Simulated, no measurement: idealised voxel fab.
process module | voxel fin reveal
cross-section cut | 255 nm wide | cells 5 nm
A cross-section is a grid of square cells, given in bands from the top down. A band is one or more rows of cells.
Each band's line starts with the height of the band's top and of its bottom, in nm. Then come its materials from left to right, each with its width in nm. One material with "throughout" fills the band from edge to edge. "air" is empty space.
Height 0 is the level under which the wafer as received is all one material. The lowest band goes on downwards, as in "0 down".
A width such as "30 to 40" changes by the same amount from each row of cells to the next, from the band's top row to its bottom row.
"no change" after a step means that no cell of the cross-section changed.
closed voids: empty space of 8 cells or more with no open way to the top, each as width x height at its distance from the left edge, in nm
after a step's settings: what the simulator itself notes on the step
overlay nm, on a step with a mask: how far to the right of its planned place the mask lay; to the left if negative
plan
1 op RECEIVE | material Si
2 op CONFORMAL_DEP | material SiN | thk nm 5
3 op DIRECTIONAL_DEP | material aC | thk nm 10
4 op PATTERN | tone cover | mask id FINS | material resist | width nm 15 | pitch nm 35 | thk nm 25 | overlay nm 0
5 op DIRECTIONAL_ETCH | etch materials aC | depth nm 10
6 op STRIP | etch materials resist
7 op DIRECTIONAL_ETCH | etch materials SiN | depth nm 5
8 op DIRECTIONAL_ETCH | etch materials Si | depth nm 30
9 op STRIP | etch materials aC
10 op FILL_DEP | material SiO2 | thk nm 15
11 op CMP | height nm 5
12 op SELECTIVE_ETCH | etch materials SiO2 | depth nm 15
13 op STRIP | etch materials SiN
14 op CONFORMAL_DEP | material HfO2 | thk nm 5
as received, after step 1
  0 down: Si throughout
  closed voids: none
a wafer at the end: this start, this plan, one mistake
  5 to 0: HfO2 90 | air 5 | HfO2 30 | air 5 | HfO2 30 | air 5 | HfO2 90
  0 to -5: Si 85 | HfO2 5 | air 5 | HfO2 5 | Si 20 | HfO2 5 | air 5 | HfO2 5 | Si 20 | HfO2 5 | air 5 | HfO2 5 | Si 85
  -5 to -10: Si 85 | HfO2 15 | Si 20 | HfO2 15 | Si 20 | HfO2 15 | Si 85
  -10 to -30: Si 85 | SiO2 15 | Si 20 | SiO2 15 | Si 20 | SiO2 15 | Si 85
  -30 down: Si throughout
  closed voids: none
what went wrong: step 4 ran as: op PATTERN | tone open | mask id FINS | material resist | width nm 15 | pitch nm 35 | thk nm 25 | overlay nm 0
